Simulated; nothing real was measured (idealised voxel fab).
process module | voxel self aligned contacts
cross-section cut | 300 nm wide | cells 5 nm
A cross-section is a grid of square cells, given in bands from the top down. A band is one or more rows of cells.
Each band's line starts with the height of the band's top and of its bottom, in nm. Then come its materials from left to right, each with its width in nm. One material with "throughout" fills the band from edge to edge. "air" is empty space.
Height 0 is the level under which the wafer as received is all one material. The lowest band goes on downwards, as in "0 down".
A width such as "30 to 40" changes by the same amount from each row of cells to the next, from the band's top row to its bottom row.
"no change" after a step means that no cell of the cross-section changed.
closed voids: empty space of 8 cells or more with no open way to the top, each as width x height at its distance from the left edge, in nm
after a step's settings: what the simulator itself notes on the step
overlay nm, on a step with a mask: how far to the right of its planned place the mask lay; to the left if negative
plan
1 op RECEIVE | material Si
2 op CONFORMAL_DEP | material SiO2 | thk nm 5
3 op DIRECTIONAL_DEP | material polySi | thk nm 20
4 op DIRECTIONAL_DEP | material SiN | thk nm 20
5 op MASKED_ETCH | tone cover | mask id GATE | width nm 35 | pitch nm 60 | etch materials SiN | depth nm 20 | overlay nm -15
6 op MASKED_ETCH | tone cover | mask id GATE | width nm 35 | pitch nm 60 | etch materials polySi | depth nm 20 | overlay nm 0
7 op CONFORMAL_DEP | material SiN | thk nm 5
8 op DIRECTIONAL_ETCH | etch materials SiN | depth nm 5
9 op FILL_DEP | material SiO2 | thk nm 15
10 op CMP | height nm 50
11 op PATTERN | tone open | mask id CONTACT | material resist | width nm 45 | thk nm 15 | overlay nm 0
12 op DIRECTIONAL_ETCH | etch materials SiO2 | depth nm 50
13 op STRIP | etch materials resist
14 op CONFORMAL_DEP | material TiN | thk nm 5
15 op FILL_DEP | material W | thk nm 10
16 op CMP | height nm 50
17 op CONFORMAL_DEP | material SiN | thk nm 5
varied across the wafers: overlay nm of step 5. The plan shows the first wafer's value. All wafers start alike
first wafer as received, after step 1
  0 down: Si throughout
  closed voids: none
each wafer at the end: cells of each material gained (+) or lost (-) since it was received, then its closed voids
overlay nm -15 | +148 SiN | +411 SiO2 | +17 TiN | +4 W | +80 polySi | closed voids: none
overlay nm -10 | +148 SiN | +414 SiO2 | +22 TiN | +4 W | +72 polySi | closed voids: none
overlay nm -5 | +148 SiN | +417 SiO2 | +27 TiN | +4 W | +64 polySi | closed voids: none
overlay nm 0 | +148 SiN | +420 SiO2 | +27 TiN | +9 W | +56 polySi | closed voids: none
overlay nm 5 | +148 SiN | +417 SiO2 | +27 TiN | +4 W | +64 polySi | closed voids: none
overlay nm 10 | +148 SiN | +414 SiO2 | +22 TiN | +4 W | +72 polySi | closed voids: none
overlay nm 15 | +148 SiN | +411 SiO2 | +17 TiN | +4 W | +80 polySi | closed voids: none
